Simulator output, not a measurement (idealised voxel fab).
Module name: voxel ribs on slabs (process module)
cross-section cut | 250 nm wide | cells 5 nm
Cross-section spec: square-cell grid; bands listed top down; each band is one or more rows. Each band's line starts with the height of the band's top and of its bottom, in nm. Then come its materials from left to right, each with its width in nm. One material with "everywhere" fills the band from edge to edge. "empty" is empty space. Counting heights begins at 0, where everything beneath is, in the wafer as received, one material. The lowest band has no bottom; it goes on downwards, as "0 down" shows. You'd read "30..40" like this: the band's top row of cells is as wide as the first number, its bottom row is as wide as the second, and going down, every row changes width by the same amount as the row before did. Basically "same as before" means that step didn't change any cell in the cross-section. Closed empty spaces (no open way to the top) of 8 cells or more are what "Enclosed voids" lists, each as width x height at distance from the left edge, nm for all three. Text after the settings on a step's line: the simulator's own remark on that step. Each step line may optionally specify "overlay nm", which for a step with a mask gives the rightward distance between the mask's planned place and where it lay, a negative value indicating the leftward direction.
# The planned process steps are enumerated hereunder
1,RECEIVE,material Si
2,DIRECTIONAL_DEP,material SiO2,thk nm 30
3,DIRECTIONAL_DEP,material polySi,thk nm 20
4,PATTERN,tone cover,mask id RIB,material resist,width nm 30,thk nm 15,overlay nm 0
5,DIRECTIONAL_ETCH,etch materials polySi,depth nm 5
6,STRIP,etch materials resist
7,PATTERN,tone cover,mask id SLAB,material resist,width nm 80,thk nm 15,overlay nm 0
8,DIRECTIONAL_ETCH,etch materials polySi,depth nm 15
9,STRIP,etch materials resist
10,FILL_DEP,material SiO2,thk nm 15
11,CMP,height nm 60
12,DIRECTIONAL_DEP,material W,thk nm 10
13,PATTERN,tone cover,mask id HEATER,material resist,width nm 40,thk nm 20,overlay nm 0
14,DIRECTIONAL_ETCH,etch materials W,depth nm 10
15,STRIP,etch materials resist
16,CONFORMAL_DEP,material SiO2,thk nm 5
# As-received wafer cross-section (after step 1)
    0 down = Si everywhere
    Enclosed voids: none
# The cross-section shown corresponds to the wafer at the conclusion of the module. The initial structure and the process plan are those presented above; however, one mistake occurred in executing the plan
    75 to 70 = empty (100)  SiO2 (50)  empty (100)
    70 to 65 = empty (100)  SiO2 (5)  W (40)  SiO2 (5)  empty (100)
    65 to 60 = SiO2 (105)  W (40)  SiO2 (105)
    60 to 50 = SiO2 everywhere
    50 to 45 = SiO2 (105)  polySi (40)  SiO2 (105)
    45 to 30 = SiO2 (85)  polySi (80)  SiO2 (85)
    30 to 0 = SiO2 everywhere
    0 down = Si everywhere
    Enclosed voids: none
Error vs. plan: step 4 went in with a setting other than planned; the actual run was PATTERN,tone cover,mask id RIB,material resist,width nm 40,thk nm 15,overlay nm 0
